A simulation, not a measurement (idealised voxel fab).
Herein follows the process module entitled voxel ribs on slabs.
Shown is cross-section cut, with a width of 240 nm and square cells of size 5 nm.
This document writes a cross-section as a grid whose cells are square, and gives it as bands, listed from the top down; one or more rows of cells form a band.
This entry defines a band. It first specifies the height of the band's top and the height of its bottom in nm, and then specifies the band's materials from left to right, stating each material with its width in nm. The word "everywhere" identifies a single material that fills the band from edge to edge, while the word "blank" identifies empty space.
Note: height 0 marks the level under which the wafer is uniformly one material as received. Lowest band unbounded below, written "0 and below".
Graded width ("30 to 40"): value in top row of band = first number; value in bottom row = second number; row-to-row change constant.
"same as before" means the step left every cell of the cross-section as it was.
The label "Closed internal cavities" introduces a list of the empty spaces, 8 cells or larger, that have no open way up to the top; each entry in it reads width x height at distance, where the distance is taken from the left edge and all three are stated in nm.
after a step's settings: what the simulator itself notes on the step
"overlay nm" answers the question of how far to the right of plan the mask lay on a step that has a mask, and when it is negative the answer is to the left.

PLAN
| 1 | RECEIVE: material Si |
| 2 | DIRECTIONAL_DEP: material SiO2, thk nm 20 |
| 3 | DIRECTIONAL_DEP: material SiN, thk nm 20 |
| 4 | DIRECTIONAL_DEP: material aC, thk nm 10 |
| 5 | PATTERN: tone cover, mask id RIB, material resist, width nm 30, thk nm 30, overlay nm 0 |
| 6 | DIRECTIONAL_ETCH: etch materials aC, depth nm 10 |
| 7 | STRIP: etch materials resist |
| 8 | DIRECTIONAL_ETCH: etch materials SiN, depth nm 15 |
| 9 | STRIP: etch materials aC |
| 10 | MASKED_ETCH: tone cover, mask id SLAB, width nm 60, etch materials SiN, depth nm 5, overlay nm 0 |
| 11 | FILL_DEP: material SiO2, thk nm 15 |
| 12 | CMP: height nm 50 |
| 13 | DIRECTIONAL_DEP: material W, thk nm 5 |
| 14 | MASKED_ETCH: tone cover, mask id HEATER, width nm 40, etch materials W, depth nm 5, overlay nm -15 |
| 15 | CONFORMAL_DEP: material SiN, thk nm 10 |
The plan's step 14 overlay nm is the first wafer's value; the wafers differ in this setting and start identical.

AS-RECEIVED CROSS-SECTION, FIRST OF SEVERAL WAFERS, POST STEP 1
  0 and below: Si everywhere
  Closed internal cavities: none

NOTE: THE FOLLOWING TABLE IS ARRANGED BY WAFER, A ROW APIECE. EACH ROW REPORTS THE END-OF-MODULE STATE: PER MATERIAL, CELLS GAINED (+) OR CELLS LOST (-) COMPARED WITH THE WAFER AS RECEIVED; CLOSED VOIDS FOLLOW
overlay nm -15, +130 SiN, +450 SiO2, +8 W, Closed internal cavities: none
overlay nm -10, +130 SiN, +450 SiO2, +8 W, Closed internal cavities: none
overlay nm -5, +130 SiN, +450 SiO2, +8 W, Closed internal cavities: none
overlay nm 0, +130 SiN, +450 SiO2, +8 W, Closed internal cavities: none
overlay nm 5, +130 SiN, +450 SiO2, +8 W, Closed internal cavities: none
overlay nm 10, +130 SiN, +450 SiO2, +8 W, Closed internal cavities: none
overlay nm 15, +130 SiN, +450 SiO2, +8 W, Closed internal cavities: none
